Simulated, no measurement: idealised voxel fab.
process module | voxel released beams
cross-section cut | 160 nm wide | cells 5 nm
A cross-section is a grid of square cells, given in bands from the top down. A band is one or more rows of cells.
Each band's line starts with the height of the band's top and of its bottom, in nm. Then come its materials from left to right, each with its width in nm. One material with "throughout" fills the band from edge to edge. "air" is empty space.
Height 0 is the level under which the wafer as received is all one material. The lowest band goes on downwards, as in "0 down".
A width such as "30 to 40" changes by the same amount from each row of cells to the next, from the band's top row to its bottom row.
"no change" after a step means that no cell of the cross-section changed.
closed voids: empty space of 8 cells or more with no open way to the top, each as width x height at its distance from the left edge, in nm
after a step's settings: what the simulator itself notes on the step
overlay nm, on a step with a mask: how far to the right of its planned place the mask lay; to the left if negative
plan
1 op RECEIVE | material Si
2 op CONFORMAL_DEP | material Al2O3 | thk nm 10
3 op DIRECTIONAL_DEP | material SiO2 | thk nm 20
4 op DIRECTIONAL_DEP | material aC | thk nm 15
5 op PATTERN | tone open | mask id ANCHOR | material resist | width nm 25 | thk nm 30 | overlay nm 0
6 op DIRECTIONAL_ETCH | etch materials aC | depth nm 15
7 op STRIP | etch materials resist
8 op DIRECTIONAL_ETCH | etch materials SiO2 | depth nm 20
9 op STRIP | etch materials aC
10 op CONFORMAL_DEP | material W | thk nm 10
11 op PATTERN | tone cover | mask id BEAM | material resist | width nm 80 | thk nm 20 | overlay nm 0
12 op DIRECTIONAL_ETCH | etch materials W | depth nm 10
13 op STRIP | etch materials resist
14 op STRIP | etch materials SiO2
as received, after step 1
  0 down: Si throughout
  closed voids: none
a wafer at the end: this start, this plan, one mistake
  40 to 30: air 35 | W 15 | air 10 | W 55 | air 45
  30 to 20: air 40 | W 10 | air 10 | W 10 | air 90
  20 to 10: air 40 | W 30 | air 90
  10 to 0: Al2O3 throughout
  0 down: Si throughout
  closed voids: none
what went wrong: step 5 ran as: op PATTERN | tone open | mask id ANCHOR | material resist | width nm 30 | thk nm 30 | overlay nm 0
